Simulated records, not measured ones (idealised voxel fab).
process module | voxel trench capacitor
cross-section cut | 185 nm wide | cells 5 nm
A cross-section is a grid of square cells, given in bands from the top down. A band is one or more rows of cells.
Each band's line starts with the height of the band's top and of its bottom, in nm. Then come its materials from left to right, each with its width in nm. One material with "throughout" fills the band from edge to edge. "air" is empty space.
Height 0 is the level under which the wafer as received is all one material. The lowest band goes on downwards, as in "0 down".
A width such as "30 to 40" changes by the same amount from each row of cells to the next, from the band's top row to its bottom row.
"no change" after a step means that no cell of the cross-section changed.
closed voids: empty space of 8 cells or more with no open way to the top, each as width x height at its distance from the left edge, in nm
after a step's settings: what the simulator itself notes on the step
overlay nm, on a step with a mask: how far to the right of its planned place the mask lay; to the left if negative
plan
1 op RECEIVE | material Si
2 op CONFORMAL_DEP | material SiN | thk nm 5
3 op DIRECTIONAL_DEP | material aC | thk nm 15
4 op PATTERN | tone open | mask id TRENCH | material resist | width nm 25 | pitch nm 40 | thk nm 35 | overlay nm 0
5 op DIRECTIONAL_ETCH | etch materials aC | depth nm 15
6 op STRIP | etch materials resist
7 op DIRECTIONAL_ETCH | etch materials SiN | depth nm 5
8 op DIRECTIONAL_ETCH | etch materials Si | depth nm 30
9 op STRIP | etch materials aC
10 op CONFORMAL_DEP | material HfO2 | thk nm 5
11 op CONFORMAL_DEP | material TiN | thk nm 5
12 op FILL_DEP | material W | thk nm 10
13 op CMP | height nm 5
as received, after step 1
  0 down: Si throughout
  closed voids: none
a wafer at the end: this start, this plan, one mistake
  5 to 0: SiN 40 | HfO2 25 | SiN 15 | HfO2 25 | SiN 15 | HfO2 25 | SiN 40
  0 to -30: Si 40 | HfO2 25 | Si 15 | HfO2 25 | Si 15 | HfO2 25 | Si 40
  -30 down: Si throughout
  closed voids: none
what went wrong: step 10 ran as: op CONFORMAL_DEP | material HfO2 | thk nm 15
